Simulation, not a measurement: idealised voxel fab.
process module | voxel ribs on slabs
cross-section cut | 240 nm wide | cells 5 nm
A cross-section is a grid of square cells, given in bands from the top down. A band is one or more rows of cells.
Each band's line starts with the height of the band's top and of its bottom, in nm. Then come its materials from left to right, each with its width in nm. One material with "throughout" fills the band from edge to edge. "air" is empty space.
Height 0 is the level under which the wafer as received is all one material. The lowest band goes on downwards, as in "0 down".
A width such as "30 to 40" changes by the same amount from each row of cells to the next, from the band's top row to its bottom row.
"no change" after a step means that no cell of the cross-section changed.
closed voids: empty space of 8 cells or more with no open way to the top, each as width x height at its distance from the left edge, in nm
after a step's settings: what the simulator itself notes on the step
overlay nm, on a step with a mask: how far to the right of its planned place the mask lay; to the left if negative
plan
1 op RECEIVE | material Si
2 op DIRECTIONAL_DEP | material SiO2 | thk nm 25
3 op DIRECTIONAL_DEP | material polySi | thk nm 20
4 op PATTERN | tone cover | mask id RIB | material resist | width nm 30 | thk nm 20 | overlay nm 0
5 op DIRECTIONAL_ETCH | etch materials polySi | depth nm 5
6 op STRIP | etch materials resist
7 op DIRECTIONAL_DEP | material aC | thk nm 15
8 op PATTERN | tone cover | mask id SLAB | material resist | width nm 60 | thk nm 35 | overlay nm 0
9 op DIRECTIONAL_ETCH | etch materials aC | depth nm 15
10 op STRIP | etch materials resist
11 op DIRECTIONAL_ETCH | etch materials polySi | depth nm 15
12 op STRIP | etch materials aC
13 op FILL_DEP | material SiO2 | thk nm 30
14 op CMP | height nm 65
15 op DIRECTIONAL_DEP | material TiN | thk nm 5
16 op MASKED_ETCH | tone cover | mask id HEATER | width nm 40 | etch materials TiN | depth nm 5 | overlay nm 0
17 op CONFORMAL_DEP | material SiN | thk nm 5
as received, after step 1
  0 down: Si throughout
  closed voids: none
a wafer at the end: this start, this plan, one mistake
  75 to 70: air 95 | SiN 50 | air 95
  70 to 65: SiN 100 | TiN 40 | SiN 100
  65 to 40: SiO2 throughout
  40 to 35: SiO2 105 | polySi 30 | SiO2 105
  35 to 25: SiO2 90 | polySi 60 | SiO2 90
  25 to 0: SiO2 throughout
  0 down: Si throughout
  closed voids: none
what went wrong: step 3 ran as: op DIRECTIONAL_DEP | material polySi | thk nm 15
